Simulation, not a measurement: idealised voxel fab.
Process module, titled voxel plated lines
Cross-section cut spans 225 nm and uses square cells 5 nm in size.
We lay out every cross-section as a grid of square cells and spell it out in bands from the top down, where one band means one or more rows of cells. Look at the band entry: it leads with the top's height and the bottom's height in nm. Then it lists the materials left to right, with a width in nm for each. The word "full width" on a single material says that material fills the band edge to edge. The word "blank" is empty space. Counting heights begins at 0, where everything beneath is, in the wafer as received, one material. The lowest band has no bottom; it goes on downwards, as "top 0, no bottom" shows. Read "30 to 40" as a graded width: first number on top, second number at the bottom, same change between each pair of neighbouring rows. Where the words "nothing altered" appear for a step, the cross-section shows no cell changed by that step; every cell remained as before. Enclosed voids (no open way to top), threshold 8 cells or more, entry "Enclosed void entries", notation width x height at distance, distance from left edge, nm. It should be noted that, on the line of a given step, the content following the step's settings is a remark produced by the simulator itself with respect to that step. overlay nm, on a step with a mask: how far to the right of its planned place the mask lay; to the left if negative.
**The steps planned for the process are as follows**
- 1: RECEIVE with material Si
- 2: CONFORMAL_DEP with material SiO2, thk nm 5
- 3: DIRECTIONAL_DEP with material TiN, thk nm 5
- 4: PATTERN with tone open, mask id LINES, material resist, width nm 30, pitch nm 45, thk nm 30, overlay nm -15
- 5: EPI with material Ru, thk nm 10
- 6: EPI with material Ru, thk nm 10
- 7: STRIP with etch materials resist
- 8: DIRECTIONAL_ETCH with etch materials TiN, depth nm 5
- 9: CONFORMAL_DEP with material SiN, thk nm 10
The plan's step 4 overlay nm is the first wafer's value; the wafers differ in this setting and start identical.
**Cross-section, first of several wafers, as delivered after step 1**
top 0, no bottom  Si full width
Enclosed void entries: none
**At the end of the module, after its last step, step 9, the first of several wafers appears in cross-section as follows**
top 40, bottom 30  blank: 25  SiN: 140  blank: 60
top 30, bottom 15  blank: 25  SiN: 10  Ru: 30  SiN: 15  Ru: 30  SiN: 15  Ru: 30  SiN: 10  blank: 60
top 15, bottom 10  SiN: 35  Ru: 30  SiN: 15  Ru: 30  SiN: 15  Ru: 30  SiN: 70
top 10, bottom 5  SiN: 35  TiN: 30  SiN: 15  TiN: 30  SiN: 15  TiN: 30  SiN: 70
top 5, bottom 0  SiO2 full width
top 0, no bottom  Si full width
Enclosed void entries: none
**So this is the cross-section on the last wafer at the end of the module**
top 40, bottom 30  blank: 55  SiN: 140  blank: 30
top 30, bottom 15  blank: 55  SiN: 10  Ru: 30  SiN: 15  Ru: 30  SiN: 15  Ru: 30  SiN: 10  blank: 30
top 15, bottom 10  SiN: 65  Ru: 30  SiN: 15  Ru: 30  SiN: 15  Ru: 30  SiN: 40
top 10, bottom 5  SiN: 65  TiN: 30  SiN: 15  TiN: 30  SiN: 15  TiN: 30  SiN: 40
top 5, bottom 0  SiO2 full width
top 0, no bottom  Si full width
Enclosed void entries: none
**Heads up, this table goes wafer by wafer. A row tells you, at the end of the module, how many cells of each material that wafer has put on (+) or dropped (-) since it was received, and then its closed voids**
overlay nm -15; +72 Ru; +140 SiN; +45 SiO2; +18 TiN; Enclosed void entries: none
overlay nm -10; +72 Ru; +140 SiN; +45 SiO2; +18 TiN; Enclosed void entries: none
overlay nm -5; +72 Ru; +140 SiN; +45 SiO2; +18 TiN; Enclosed void entries: none
overlay nm 0; +72 Ru; +140 SiN; +45 SiO2; +18 TiN; Enclosed void entries: none
overlay nm 5; +72 Ru; +140 SiN; +45 SiO2; +18 TiN; Enclosed void entries: none
overlay nm 10; +72 Ru; +140 SiN; +45 SiO2; +18 TiN; Enclosed void entries: none
overlay nm 15; +72 Ru; +140 SiN; +45 SiO2; +18 TiN; Enclosed void entries: none
